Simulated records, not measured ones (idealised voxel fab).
Process module under the name voxel ribs on slabs
It is cross-section cut that appears here, measuring 150 nm in width, its square cells being 5 nm in size.
Just so we're on the same page, the cross-sections are grids of square cells, and they're listed out in bands top to bottom, each band one or more rows deep. This entry defines a band. It first specifies the height of the band's top and the height of its bottom in nm, and then specifies the band's materials from left to right, stating each material with its width in nm. The word "everywhere" identifies a single material that fills the band from edge to edge, while the word "blank" identifies empty space. Heads up on the height convention: 0 is the point under which the incoming wafer is all one material, and the lowest band has no bottom, it just keeps going down, like "top 0, no bottom". The width entry "30..40" should be interpreted row by row: the top row of cells in the band takes the first number, the bottom row takes the second number, and the change between adjacent rows is uniform throughout. When a step is marked "no modification", none of the cells in the cross-section changed during that step. Closed-off voids of 8+ cells (no open route to the top) go in "Sealed void listing", written width x height at distance from the left edge, in nm. Read whatever lies past the settings on a step's line as the simulator's own remark about the step. What "overlay nm" on a step's line means: if the step has a mask, that mask lay this far to the right of its planned place, or, when the value is negative, to the left.

Steps planned for the process:
| 1 | RECEIVE with material Si |
| 2 | DIRECTIONAL_DEP with material SiO2, thk nm 30 |
| 3 | DIRECTIONAL_DEP with material SiN, thk nm 15 |
| 4 | MASKED_ETCH with tone cover, mask id RIB, width nm 30, etch materials SiN, depth nm 5, overlay nm 0 |
| 5 | PATTERN with tone cover, mask id SLAB, material resist, width nm 60, thk nm 20, overlay nm 0 |
| 6 | DIRECTIONAL_ETCH with etch materials SiN, depth nm 10 |
| 7 | STRIP with etch materials resist |
| 8 | FILL_DEP with material SiO2, thk nm 20 |
| 9 | CMP with height nm 55 |
| 10 | DIRECTIONAL_DEP with material TiN, thk nm 10 |
| 11 | MASKED_ETCH with tone cover, mask id HEATER, width nm 40, etch materials TiN, depth nm 10, overlay nm 0 |
| 12 | CONFORMAL_DEP with material SiO2, thk nm 5 |

Below: the first of two wafers, run as planned:

Wafer cross-section on receipt, i.e. after step 1:
* top 0, no bottom | Si everywhere
* Sealed void listing: none

Wafer xsec, post step 2:
* top 30, bottom 0 | SiO2 everywhere
* Note: structure below 0 unchanged.

Wafer xsec, post step 3:
* top 45, bottom 30 | SiN everywhere
* Note: structure below 30 unchanged.

Wafer xsec, post step 4:
* top 45, bottom 40 | 60 nm blank | 30 nm SiN | 60 nm blank
* Note: structure below 40 unchanged.

Wafer xsec, post step 5:
* top 65, bottom 45 | 45 nm blank | 60 nm resist | 45 nm blank
* top 45, bottom 40 | 45 nm blank | 15 nm resist | 30 nm SiN | 15 nm resist | 45 nm blank
* Note: structure below 40 unchanged.

Wafer xsec, post step 6:
* top 65, bottom 45 | 45 nm blank | 60 nm resist | 45 nm blank
* top 45, bottom 40 | 45 nm blank | 15 nm resist | 30 nm SiN | 15 nm resist | 45 nm blank
* top 40, bottom 30 | 45 nm blank | 60 nm SiN | 45 nm blank
* Note: structure below 30 unchanged.

Wafer xsec, post step 7:
* top 45, bottom 40 | 60 nm blank | 30 nm SiN | 60 nm blank
* Note: structure below 40 unchanged.

Wafer xsec, post step 8:
* top 65, bottom 45 | SiO2 everywhere
* top 45, bottom 40 | 60 nm SiO2 | 30 nm SiN | 60 nm SiO2
* top 40, bottom 30 | 45 nm SiO2 | 60 nm SiN | 45 nm SiO2
* Note: structure below 30 unchanged.

Wafer xsec, post step 9:
* top 55, bottom 45 | SiO2 everywhere
* Note: structure below 45 unchanged.

Wafer xsec, post step 10:
* top 65, bottom 55 | TiN everywhere
* Note: structure below 55 unchanged.

Wafer xsec, post step 11:
* top 65, bottom 55 | 55 nm blank | 40 nm TiN | 55 nm blank
* Note: structure below 55 unchanged.

Wafer xsec, post step 12:
* top 70, bottom 65 | 50 nm blank | 50 nm SiO2 | 50 nm blank
* top 65, bottom 60 | 50 nm blank | 5 nm SiO2 | 40 nm TiN | 5 nm SiO2 | 50 nm blank
* top 60, bottom 55 | 55 nm SiO2 | 40 nm TiN | 55 nm SiO2
* Note: structure below 55 unchanged.

Second of two: same start, same plan, one run error; steps up to and including 11 match the first:

Second wafer cross-section, taken as of the time the plan sets for step 12 to be done: no modification
Diagnosis: plan step 12 was not performed, having been skipped
Final wafer comparison in cells, second versus first, more or fewer per material: 34 fewer of SiO2
